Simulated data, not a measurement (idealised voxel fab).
process module | voxel fin reveal
cross-section cut | 200 nm wide | cells 5 nm
A cross-section is a grid of square cells, given in bands from the top down. A band is one or more rows of cells.
Each band's line starts with the height of the band's top and of its bottom, in nm. Then come its materials from left to right, each with its width in nm. One material with "throughout" fills the band from edge to edge. "air" is empty space.
Height 0 is the level under which the wafer as received is all one material. The lowest band goes on downwards, as in "0 down".
A width such as "30 to 40" changes by the same amount from each row of cells to the next, from the band's top row to its bottom row.
"no change" after a step means that no cell of the cross-section changed.
closed voids: empty space of 8 cells or more with no open way to the top, each as width x height at its distance from the left edge, in nm
after a step's settings: what the simulator itself notes on the step
overlay nm, on a step with a mask: how far to the right of its planned place the mask lay; to the left if negative
plan
1 op RECEIVE | material Si
2 op CONFORMAL_DEP | material SiN | thk nm 10
3 op MASKED_ETCH | tone cover | mask id FINS | width nm 15 | pitch nm 35 | etch materials SiN | depth nm 10 | overlay nm 0
4 op MASKED_ETCH | tone cover | mask id FINS | width nm 15 | pitch nm 35 | etch materials Si | depth nm 40 | overlay nm 0
5 op FILL_DEP | material SiO2 | thk nm 15
6 op CMP | height nm 10
7 op SELECTIVE_ETCH | etch materials SiO2 | depth nm 25
8 op STRIP | etch materials SiN
first wafer, as planned
as received, after step 1
  0 down: Si throughout
  closed voids: none
after step 2
  10 to 0: SiN throughout
  below 0: unchanged
after step 3
  10 to 0: air 75 | SiN 15 | air 20 | SiN 15 | air 75
  below 0: unchanged
after step 4
  10 to 0: air 75 | SiN 15 | air 20 | SiN 15 | air 75
  0 to -40: air 75 | Si 15 | air 20 | Si 15 | air 75
  below -40: unchanged
after step 5
  25 to 10: SiO2 throughout
  10 to 0: SiO2 75 | SiN 15 | SiO2 20 | SiN 15 | SiO2 75
  0 to -40: SiO2 75 | Si 15 | SiO2 20 | Si 15 | SiO2 75
  below -40: unchanged
after step 6
  10 to 0: SiO2 75 | SiN 15 | SiO2 20 | SiN 15 | SiO2 75
  below 0: unchanged
after step 7
  10 to 0: air 75 | SiN 15 | air 20 | SiN 15 | air 75
  0 to -15: air 75 | Si 15 | air 20 | Si 15 | air 75
  below -15: unchanged
after step 8
  0 to -15: air 75 | Si 15 | air 20 | Si 15 | air 75
  below -15: unchanged
second wafer: like start, like plan, one mistake. Through step 3 it matches the first wafer
when step 4 should have ended
  10 to 0: air 75 | SiN 15 | air 20 | SiN 15 | air 75
  0 to -35: air 75 | Si 15 | air 20 | Si 15 | air 75
  below -35: unchanged
when step 5 should have ended
  25 to 10: SiO2 throughout
  10 to 0: SiO2 75 | SiN 15 | SiO2 20 | SiN 15 | SiO2 75
  0 to -35: SiO2 75 | Si 15 | SiO2 20 | Si 15 | SiO2 75
  below -35: unchanged
when step 6 should have ended
  10 to 0: SiO2 75 | SiN 15 | SiO2 20 | SiN 15 | SiO2 75
  below 0: unchanged
when step 7 should have ended
  10 to 0: air 75 | SiN 15 | air 20 | SiN 15 | air 75
  0 to -15: air 75 | Si 15 | air 20 | Si 15 | air 75
  below -15: unchanged
when step 8 should have ended
  0 to -15: air 75 | Si 15 | air 20 | Si 15 | air 75
  below -15: unchanged
what went wrong: step 4 ran as: op MASKED_ETCH | tone cover | mask id FINS | width nm 15 | pitch nm 35 | etch materials Si | depth nm 35 | overlay nm 0
at the end the second wafer has, in cells: 34 more of Si | 34 fewer of SiO2
